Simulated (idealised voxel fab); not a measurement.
The process module presented herein is designated voxel gate over fins.
The cross-section on display is named cut; it measures 155 nm wide, and its cells are 5 nm squares.
For the purposes of this document, a cross-section shall be understood as a grid of square cells, specified as bands listed in top-to-bottom order, each band consisting of one or more rows of cells. Top, bottom (nm), then materials left to right with widths (nm); lone material tagged "everywhere" fills the whole band edge to edge; "empty" = empty space. Where do heights start? At 0: under that level the wafer as delivered is made of one material only. And the lowest band has no floor; it just carries on downward, as in "0 -> down". Width: "30 to 40" (first number = top row, second number = bottom row, same change from row to row of cells). Step note "nothing was modified" = no cross-section cell changed. For the entry "Cavities, closed", the listed items are empty spaces with no open way to the top whose size is 8 cells or more; each item follows the pattern width x height at distance, where distance is from the left edge and all three are in nm. Heads up: the bit after the settings on a step's line is the simulator's remark on that step. overlay nm: mask offset rightward from planned place, masked step; negative means leftward offset.

Here's what the planned process steps look like
1) RECEIVE with material Si
2) CONFORMAL_DEP with material SiN, thk nm 5
3) MASKED_ETCH with tone cover, mask id FINS, width nm 15, pitch nm 50, etch materials SiN, depth nm 5, overlay nm 0
4) MASKED_ETCH with tone cover, mask id FINS, width nm 15, pitch nm 50, etch materials Si, depth nm 30, overlay nm 0
5) FILL_DEP with material SiO2, thk nm 5
6) CMP with height nm 5
7) DIRECTIONAL_DEP with material aC, thk nm 10
8) PATTERN with tone open, mask id RAIL, material resist, width nm 15, thk nm 30, overlay nm 0
9) DIRECTIONAL_ETCH with etch materials aC, depth nm 10
10) STRIP with etch materials resist
11) DIRECTIONAL_ETCH with etch materials SiO2, depth nm 30
12) STRIP with etch materials aC
13) CONFORMAL_DEP with material TiN, thk nm 5
14) FILL_DEP with material W, thk nm 10
15) CMP with height nm 5
16) SELECTIVE_ETCH with etch materials W Ru TiN, depth nm 20
17) FILL_DEP with material SiO2, thk nm 5
18) CMP with height nm 5
19) SELECTIVE_ETCH with etch materials SiO2, depth nm 15
20) STRIP with etch materials SiN
21) CONFORMAL_DEP with material HfO2, thk nm 5
22) CONFORMAL_DEP with material TiN, thk nm 5
23) FILL_DEP with material W, thk nm 10
24) CMP with height nm 15
25) CONFORMAL_DEP with material SiCN, thk nm 10
The wafers in this document start out alike and differ in the width nm applied at step 3; the plan shows the value used for the first wafer.

Step 1 complete: as-received cross-section of the first of several wafers
- 0 -> down | Si everywhere
- Cavities, closed: none

The table below has one row for each wafer; a row shows, as of the end of the module, how many cells of each material the wafer has gained, marked (+), or lost, marked (-), since it was received, and then the wafer's closed voids
width nm 15; +43 HfO2; -132 Si; +62 SiCN; +82 SiO2; +48 TiN; +52 W; Cavities, closed: none
width nm 20; +43 HfO2; -114 Si; +62 SiCN; +70 SiO2; +48 TiN; +46 W; Cavities, closed: none
width nm 25; +43 HfO2; -96 Si; +62 SiCN; +58 SiO2; +48 TiN; +40 W; Cavities, closed: none
